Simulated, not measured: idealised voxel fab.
process module | voxel spacer lines
cross-section cut | 175 nm wide | cells 5 nm
A cross-section is a grid of square cells, given in bands from the top down. A band is one or more rows of cells.
Each band's line starts with the height of the band's top and of its bottom, in nm. Then come its materials from left to right, each with its width in nm. One material with "throughout" fills the band from edge to edge. "air" is empty space.
Height 0 is the level under which the wafer as received is all one material. The lowest band goes on downwards, as in "0 down".
A width such as "30 to 40" changes by the same amount from each row of cells to the next, from the band's top row to its bottom row.
"no change" after a step means that no cell of the cross-section changed.
closed voids: empty space of 8 cells or more with no open way to the top, each as width x height at its distance from the left edge, in nm
after a step's settings: what the simulator itself notes on the step
overlay nm, on a step with a mask: how far to the right of its planned place the mask lay; to the left if negative
plan
1 op RECEIVE | material Si
2 op CONFORMAL_DEP | material Al2O3 | thk nm 5
3 op DIRECTIONAL_DEP | material TiN | thk nm 20
4 op DIRECTIONAL_DEP | material aC | thk nm 30
5 op PATTERN | tone cover | mask id MANDREL | material resist | width nm 20 | pitch nm 60 | thk nm 40 | overlay nm 0
6 op DIRECTIONAL_ETCH | etch materials aC | depth nm 30
7 op STRIP | etch materials resist
8 op CONFORMAL_DEP | material SiO2 | thk nm 10
9 op DIRECTIONAL_ETCH | etch materials SiO2 | depth nm 10
10 op STRIP | etch materials aC
11 op DIRECTIONAL_ETCH | etch materials TiN | depth nm 20
12 op STRIP | etch materials SiO2
first wafer, as planned
as received, after step 1
  0 down: Si throughout
  closed voids: none
after step 2
  5 to 0: Al2O3 throughout
  below 0: unchanged
after step 3
  25 to 5: TiN throughout
  below 5: unchanged
after step 4
  55 to 25: aC throughout
  below 25: unchanged
after step 5
  95 to 55: air 15 | resist 20 | air 40 | resist 20 | air 40 | resist 20 | air 20
  below 55: unchanged
after step 6
  65 to 55: air 15 | resist 20 | air 40 | resist 20 | air 40 | resist 20 | air 20
  55 to 25: air 15 | aC 20 | air 40 | aC 20 | air 40 | aC 20 | air 20
  below 25: unchanged
after step 7
  55 to 25: air 15 | aC 20 | air 40 | aC 20 | air 40 | aC 20 | air 20
  below 25: unchanged
after step 8
  65 to 55: air 5 | SiO2 40 | air 20 | SiO2 40 | air 20 | SiO2 40 | air 10
  55 to 35: air 5 | SiO2 10 | aC 20 | SiO2 10 | air 20 | SiO2 10 | aC 20 | SiO2 10 | air 20 | SiO2 10 | aC 20 | SiO2 10 | air 10
  35 to 25: SiO2 15 | aC 20 | SiO2 40 | aC 20 | SiO2 40 | aC 20 | SiO2 20
  below 25: unchanged
after step 9
  55 to 25: air 5 | SiO2 10 | aC 20 | SiO2 10 | air 20 | SiO2 10 | aC 20 | SiO2 10 | air 20 | SiO2 10 | aC 20 | SiO2 10 | air 10
  below 25: unchanged
after step 10
  55 to 25: air 5 | SiO2 10 | air 20 | SiO2 10 | air 20 | SiO2 10 | air 20 | SiO2 10 | air 20 | SiO2 10 | air 20 | SiO2 10 | air 10
  below 25: unchanged
after step 11
  55 to 25: air 5 | SiO2 10 | air 20 | SiO2 10 | air 20 | SiO2 10 | air 20 | SiO2 10 | air 20 | SiO2 10 | air 20 | SiO2 10 | air 10
  25 to 5: air 5 | TiN 10 | air 20 | TiN 10 | air 20 | TiN 10 | air 20 | TiN 10 | air 20 | TiN 10 | air 20 | TiN 10 | air 10
  below 5: unchanged
after step 12
  25 to 5: air 5 | TiN 10 | air 20 | TiN 10 | air 20 | TiN 10 | air 20 | TiN 10 | air 20 | TiN 10 | air 20 | TiN 10 | air 10
  below 5: unchanged
second wafer: like start, like plan, one mistake. Through step 1 it matches the first wafer
when step 2 should have ended: no change
when step 3 should have ended
  20 to 0: TiN throughout
  below 0: unchanged
when step 4 should have ended
  50 to 20: aC throughout
  below 20: unchanged
when step 5 should have ended
  90 to 50: air 15 | resist 20 | air 40 | resist 20 | air 40 | resist 20 | air 20
  below 50: unchanged
when step 6 should have ended
  60 to 50: air 15 | resist 20 | air 40 | resist 20 | air 40 | resist 20 | air 20
  50 to 20: air 15 | aC 20 | air 40 | aC 20 | air 40 | aC 20 | air 20
  below 20: unchanged
when step 7 should have ended
  50 to 20: air 15 | aC 20 | air 40 | aC 20 | air 40 | aC 20 | air 20
  below 20: unchanged
when step 8 should have ended
  60 to 50: air 5 | SiO2 40 | air 20 | SiO2 40 | air 20 | SiO2 40 | air 10
  50 to 30: air 5 | SiO2 10 | aC 20 | SiO2 10 | air 20 | SiO2 10 | aC 20 | SiO2 10 | air 20 | SiO2 10 | aC 20 | SiO2 10 | air 10
  30 to 20: SiO2 15 | aC 20 | SiO2 40 | aC 20 | SiO2 40 | aC 20 | SiO2 20
  below 20: unchanged
when step 9 should have ended
  50 to 20: air 5 | SiO2 10 | aC 20 | SiO2 10 | air 20 | SiO2 10 | aC 20 | SiO2 10 | air 20 | SiO2 10 | aC 20 | SiO2 10 | air 10
  below 20: unchanged
when step 10 should have ended
  50 to 20: air 5 | SiO2 10 | air 20 | SiO2 10 | air 20 | SiO2 10 | air 20 | SiO2 10 | air 20 | SiO2 10 | air 20 | SiO2 10 | air 10
  below 20: unchanged
when step 11 should have ended
  50 to 20: air 5 | SiO2 10 | air 20 | SiO2 10 | air 20 | SiO2 10 | air 20 | SiO2 10 | air 20 | SiO2 10 | air 20 | SiO2 10 | air 10
  20 to 0: air 5 | TiN 10 | air 20 | TiN 10 | air 20 | TiN 10 | air 20 | TiN 10 | air 20 | TiN 10 | air 20 | TiN 10 | air 10
  below 0: unchanged
when step 12 should have ended
  20 to 0: air 5 | TiN 10 | air 20 | TiN 10 | air 20 | TiN 10 | air 20 | TiN 10 | air 20 | TiN 10 | air 20 | TiN 10 | air 10
  below 0: unchanged
what went wrong: step 2 was left out
at the end the second wafer has, in cells: 35 fewer of Al2O3
